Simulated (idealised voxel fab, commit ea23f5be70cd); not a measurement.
process module | voxel trench capacitor
cross-section cut | 225 nm wide | cells 5 nm
A cross-section is a grid of square cells, given in bands from the top down. A band is one or more rows of cells.
Each band's line starts with the height of the band's top and of its bottom, in nm. Then come its materials from left to right, each with its width in nm. One material with "throughout" fills the band from edge to edge. "air" is empty space.
Height 0 is the level under which the wafer as received is all one material. The lowest band goes on downwards, as in "0 down".
A width such as "30 to 40" changes by the same amount from each row of cells to the next, from the band's top row to its bottom row.
"no change" after a step means that no cell of the cross-section changed.
closed voids: empty space of 8 cells or more with no open way to the top, each as width x height at its distance from the left edge, in nm
after a step's settings: what the simulator itself notes on the step
overlay nm, on a step with a mask: how far to the right of its planned place the mask lay; to the left if negative
plan
1 op RECEIVE | material Si
2 op CONFORMAL_DEP | material SiN | thk nm 10
3 op DIRECTIONAL_DEP | material aC | thk nm 15
4 op PATTERN | tone open | mask id TRENCH | material resist | width nm 25 | pitch nm 50 | thk nm 30 | overlay nm 0
5 op DIRECTIONAL_ETCH | etch materials aC | depth nm 5
6 op STRIP | etch materials resist
7 op DIRECTIONAL_ETCH | etch materials SiN | depth nm 10
8 op DIRECTIONAL_ETCH | etch materials Si | depth nm 25
9 op STRIP | etch materials aC
10 op CONFORMAL_DEP | material HfO2 | thk nm 5
11 op CONFORMAL_DEP | material TiN | thk nm 5
12 op FILL_DEP | material W | thk nm 5
13 op CMP | height nm 10
varied across the wafers: depth nm of step 5. The plan shows the first wafer's value. All wafers start alike
first wafer as received, after step 1
  0 down: Si throughout
  closed voids: none
each wafer at the end: cells of each material gained (+) or lost (-) since it was received, then its closed voids
depth nm 5 | +90 SiN | closed voids: none
depth nm 10 | +90 SiN | closed voids: none
depth nm 15 | +68 HfO2 | -100 Si | +50 SiN | +52 TiN | +20 W | closed voids: none
depth nm 20 | +68 HfO2 | -100 Si | +50 SiN | +52 TiN | +20 W | closed voids: none
depth nm 25 | +68 HfO2 | -100 Si | +50 SiN | +52 TiN | +20 W | closed voids: none
depth nm 30 | +68 HfO2 | -100 Si | +50 SiN | +52 TiN | +20 W | closed voids: none
